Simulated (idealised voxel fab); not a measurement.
process module | voxel trench capacitor
cross-section cut | 205 nm wide | cells 5 nm
A cross-section is a grid of square cells, given in bands from the top down. A band is one or more rows of cells.
Each band's line starts with the height of the band's top and of its bottom, in nm. Then come its materials from left to right, each with its width in nm. One material with "throughout" fills the band from edge to edge. "air" is empty space.
Height 0 is the level under which the wafer as received is all one material. The lowest band goes on downwards, as in "0 down".
A width such as "30 to 40" changes by the same amount from each row of cells to the next, from the band's top row to its bottom row.
"no change" after a step means that no cell of the cross-section changed.
closed voids: empty space of 8 cells or more with no open way to the top, each as width x height at its distance from the left edge, in nm
after a step's settings: what the simulator itself notes on the step
overlay nm, on a step with a mask: how far to the right of its planned place the mask lay; to the left if negative
plan
1 op RECEIVE | material Si
2 op CONFORMAL_DEP | material SiN | thk nm 5
3 op DIRECTIONAL_DEP | material aC | thk nm 10
4 op PATTERN | tone open | mask id TRENCH | material resist | width nm 20 | pitch nm 50 | thk nm 30 | overlay nm 0
5 op DIRECTIONAL_ETCH | etch materials aC | depth nm 10
6 op STRIP | etch materials resist
7 op DIRECTIONAL_ETCH | etch materials SiN | depth nm 5
8 op DIRECTIONAL_ETCH | etch materials Si | depth nm 25
9 op STRIP | etch materials aC
10 op CONFORMAL_DEP | material Al2O3 | thk nm 5
11 op FILL_DEP | material polySi | thk nm 5
12 op CMP | height nm 5
as received, after step 1
  0 down: Si throughout
  closed voids: none
a wafer at the end: this start, this plan, one mistake
  -5 to -20: Si 65 | Al2O3 5 | polySi 10 | Al2O3 5 | Si 30 | Al2O3 5 | polySi 10 | Al2O3 5 | Si 70
  -20 to -25: Si 65 | Al2O3 20 | Si 30 | Al2O3 20 | Si 70
  -25 down: Si throughout
  closed voids: none
what went wrong: step 12 ran as: op CMP | height nm -5
